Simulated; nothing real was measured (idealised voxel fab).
process module | voxel spacer lines
Cross-section cut spans 275 nm and uses square cells 5 nm in size.
If you're reading a cross-section in this doc, picture square cells in a grid; it comes to you as bands, top ones listed first down to the bottom, and a band can be one or more rows of cells.
This entry defines a band. It first specifies the height of the band's top and the height of its bottom in nm, and then specifies the band's materials from left to right, stating each material with its width in nm. The word "edge to edge" identifies a single material that fills the band from edge to edge, while the word "blank" identifies empty space.
Counting heights begins at 0, where everything beneath is, in the wafer as received, one material. The lowest band has no bottom; it goes on downwards, as "from 0 down" shows.
Width "30..40": first value at the band's top row of cells, second value at its bottom row, equal change from row to row.
"all unchanged", as given for a step, is the statement that not any cell of the cross-section underwent a change during that step.
Empty spaces without an open route to the top, at least 8 cells in extent, make up the entry "Fully enclosed voids"; each is given as width x height at distance, where the distance is measured from the left edge, and all are in nm.
Step line, after settings: the simulator's comment on this step.
Regarding "overlay nm": on a step with a mask, it is the distance the mask lay to the right of its planned place; a negative value places it to the left.
[Here's what the planned process steps look like]
- 1: RECEIVE, material Si
- 2: CONFORMAL_DEP, material Al2O3, thk nm 5
- 3: DIRECTIONAL_DEP, material SiN, thk nm 10
- 4: DIRECTIONAL_DEP, material aC, thk nm 20
- 5: PATTERN, tone cover, mask id MANDREL, material resist, width nm 15, pitch nm 60, thk nm 30, overlay nm 0
- 6: DIRECTIONAL_ETCH, etch materials aC, depth nm 20
- 7: STRIP, etch materials resist
- 8: CONFORMAL_DEP, material SiO2, thk nm 15
- 9: DIRECTIONAL_ETCH, etch materials SiO2, depth nm 15
- 10: STRIP, etch materials aC
- 11: DIRECTIONAL_ETCH, etch materials SiN, depth nm 10
- 12: STRIP, etch materials SiO2
- 13: FILL_DEP, material lowk, thk nm 5
- 14: CMP, height nm 15
[Concerning the first of two wafers, which was run in accordance with the plan]
[Wafer as received: cross-section following step 1]
from 0 down  Si edge to edge
Fully enclosed voids: none
[Cross-section of the wafer after step 2]
from 5 to 0  Al2O3 edge to edge
Below 0 it's all the same as before, nothing changed down there.
[Cross-section of the wafer after step 3]
from 15 to 5  SiN edge to edge
Below 5 it's all the same as before, nothing changed down there.
[Cross-section of the wafer after step 4]
from 35 to 15  aC edge to edge
Below 15 it's all the same as before, nothing changed down there.
[Cross-section of the wafer after step 5]
from 65 to 35  blank: 70 / resist: 15 / blank: 45 / resist: 15 / blank: 45 / resist: 15 / blank: 70
Below 35 it's all the same as before, nothing changed down there.
[Cross-section of the wafer after step 6]
from 45 to 35  blank: 70 / resist: 15 / blank: 45 / resist: 15 / blank: 45 / resist: 15 / blank: 70
from 35 to 15  blank: 70 / aC: 15 / blank: 45 / aC: 15 / blank: 45 / aC: 15 / blank: 70
Below 15 it's all the same as before, nothing changed down there.
[Cross-section of the wafer after step 7]
from 35 to 15  blank: 70 / aC: 15 / blank: 45 / aC: 15 / blank: 45 / aC: 15 / blank: 70
Below 15 it's all the same as before, nothing changed down there.
[Cross-section of the wafer after step 8]
from 50 to 35  blank: 55 / SiO2: 45 / blank: 15 / SiO2: 45 / blank: 15 / SiO2: 45 / blank: 55
from 35 to 30  blank: 55 / SiO2: 15 / aC: 15 / SiO2: 15 / blank: 15 / SiO2: 15 / aC: 15 / SiO2: 15 / blank: 15 / SiO2: 15 / aC: 15 / SiO2: 15 / blank: 55
from 30 to 15  SiO2: 70 / aC: 15 / SiO2: 45 / aC: 15 / SiO2: 45 / aC: 15 / SiO2: 70
Below 15 it's all the same as before, nothing changed down there.
[Cross-section of the wafer after step 9]
from 35 to 15  blank: 55 / SiO2: 15 / aC: 15 / SiO2: 15 / blank: 15 / SiO2: 15 / aC: 15 / SiO2: 15 / blank: 15 / SiO2: 15 / aC: 15 / SiO2: 15 / blank: 55
Below 15 it's all the same as before, nothing changed down there.
[Cross-section of the wafer after step 10]
from 35 to 15  blank: 55 / SiO2: 15 / blank: 15 / SiO2: 15 / blank: 15 / SiO2: 15 / blank: 15 / SiO2: 15 / blank: 15 / SiO2: 15 / blank: 15 / SiO2: 15 / blank: 55
Below 15 it's all the same as before, nothing changed down there.
[Cross-section of the wafer after step 11]
from 35 to 15  blank: 55 / SiO2: 15 / blank: 15 / SiO2: 15 / blank: 15 / SiO2: 15 / blank: 15 / SiO2: 15 / blank: 15 / SiO2: 15 / blank: 15 / SiO2: 15 / blank: 55
from 15 to 5  blank: 55 / SiN: 15 / blank: 15 / SiN: 15 / blank: 15 / SiN: 15 / blank: 15 / SiN: 15 / blank: 15 / SiN: 15 / blank: 15 / SiN: 15 / blank: 55
Below 5 it's all the same as before, nothing changed down there.
[Cross-section of the wafer after step 12]
from 15 to 5  blank: 55 / SiN: 15 / blank: 15 / SiN: 15 / blank: 15 / SiN: 15 / blank: 15 / SiN: 15 / blank: 15 / SiN: 15 / blank: 15 / SiN: 15 / blank: 55
Below 5 it's all the same as before, nothing changed down there.
[Cross-section of the wafer after step 13]
from 20 to 15  lowk edge to edge
from 15 to 5  lowk: 55 / SiN: 15 / lowk: 15 / SiN: 15 / lowk: 15 / SiN: 15 / lowk: 15 / SiN: 15 / lowk: 15 / SiN: 15 / lowk: 15 / SiN: 15 / lowk: 55
Below 5 it's all the same as before, nothing changed down there.
[Cross-section of the wafer after step 14]
from 15 to 5  lowk: 55 / SiN: 15 / lowk: 15 / SiN: 15 / lowk: 15 / SiN: 15 / lowk: 15 / SiN: 15 / lowk: 15 / SiN: 15 / lowk: 15 / SiN: 15 / lowk: 55
Below 5 it's all the same as before, nothing changed down there.
[The second wafer: identical to the first at the outset and in its planned sequence, differing only in that one mistake was made during processing; up to and including step 1, its path is the first wafer's path]
[X-section, second wafer, when step 2 was due to finish]
from 5 to 0  lowk edge to edge
Below 0 it's all the same as before, nothing changed down there.
[X-section, second wafer, when step 3 was due to finish]
from 15 to 5  SiN edge to edge
Below 5 it's all the same as before, nothing changed down there.
[X-section, second wafer, when step 4 was due to finish]
from 35 to 15  aC edge to edge
Below 15 it's all the same as before, nothing changed down there.
[X-section, second wafer, when step 5 was due to finish]
from 65 to 35  blank: 70 / resist: 15 / blank: 45 / resist: 15 / blank: 45 / resist: 15 / blank: 70
Below 35 it's all the same as before, nothing changed down there.
[X-section, second wafer, when step 6 was due to finish]
from 45 to 35  blank: 70 / resist: 15 / blank: 45 / resist: 15 / blank: 45 / resist: 15 / blank: 70
from 35 to 15  blank: 70 / aC: 15 / blank: 45 / aC: 15 / blank: 45 / aC: 15 / blank: 70
Below 15 it's all the same as before, nothing changed down there.
[X-section, second wafer, when step 7 was due to finish]
from 35 to 15  blank: 70 / aC: 15 / blank: 45 / aC: 15 / blank: 45 / aC: 15 / blank: 70
Below 15 it's all the same as before, nothing changed down there.
[X-section, second wafer, when step 8 was due to finish]
from 50 to 35  blank: 55 / SiO2: 45 / blank: 15 / SiO2: 45 / blank: 15 / SiO2: 45 / blank: 55
from 35 to 30  blank: 55 / SiO2: 15 / aC: 15 / SiO2: 15 / blank: 15 / SiO2: 15 / aC: 15 / SiO2: 15 / blank: 15 / SiO2: 15 / aC: 15 / SiO2: 15 / blank: 55
from 30 to 15  SiO2: 70 / aC: 15 / SiO2: 45 / aC: 15 / SiO2: 45 / aC: 15 / SiO2: 70
Below 15 it's all the same as before, nothing changed down there.
[X-section, second wafer, when step 9 was due to finish]
from 35 to 15  blank: 55 / SiO2: 15 / aC: 15 / SiO2: 15 / blank: 15 / SiO2: 15 / aC: 15 / SiO2: 15 / blank: 15 / SiO2: 15 / aC: 15 / SiO2: 15 / blank: 55
Below 15 it's all the same as before, nothing changed down there.
[X-section, second wafer, when step 10 was due to finish]
from 35 to 15  blank: 55 / SiO2: 15 / blank: 15 / SiO2: 15 / blank: 15 / SiO2: 15 / blank: 15 / SiO2: 15 / blank: 15 / SiO2: 15 / blank: 15 / SiO2: 15 / blank: 55
Below 15 it's all the same as before, nothing changed down there.
[X-section, second wafer, when step 11 was due to finish]
from 35 to 15  blank: 55 / SiO2: 15 / blank: 15 / SiO2: 15 / blank: 15 / SiO2: 15 / blank: 15 / SiO2: 15 / blank: 15 / SiO2: 15 / blank: 15 / SiO2: 15 / blank: 55
from 15 to 5  blank: 55 / SiN: 15 / blank: 15 / SiN: 15 / blank: 15 / SiN: 15 / blank: 15 / SiN: 15 / blank: 15 / SiN: 15 / blank: 15 / SiN: 15 / blank: 55
Below 5 it's all the same as before, nothing changed down there.
[X-section, second wafer, when step 12 was due to finish]
from 15 to 5  blank: 55 / SiN: 15 / blank: 15 / SiN: 15 / blank: 15 / SiN: 15 / blank: 15 / SiN: 15 / blank: 15 / SiN: 15 / blank: 15 / SiN: 15 / blank: 55
Below 5 it's all the same as before, nothing changed down there.
[X-section, second wafer, when step 13 was due to finish]
from 20 to 15  lowk edge to edge
from 15 to 5  lowk: 55 / SiN: 15 / lowk: 15 / SiN: 15 / lowk: 15 / SiN: 15 / lowk: 15 / SiN: 15 / lowk: 15 / SiN: 15 / lowk: 15 / SiN: 15 / lowk: 55
Below 5 it's all the same as before, nothing changed down there.
[X-section, second wafer, when step 14 was due to finish]
from 15 to 5  lowk: 55 / SiN: 15 / lowk: 15 / SiN: 15 / lowk: 15 / SiN: 15 / lowk: 15 / SiN: 15 / lowk: 15 / SiN: 15 / lowk: 15 / SiN: 15 / lowk: 55
Below 5 it's all the same as before, nothing changed down there.
Short version of what went wrong: rather than as planned, step 2 actually ran as CONFORMAL_DEP, material lowk, thk nm 5
The second wafer ends with more or fewer cells of some materials than the first, per final count: Al2O3 -55; lowk +55
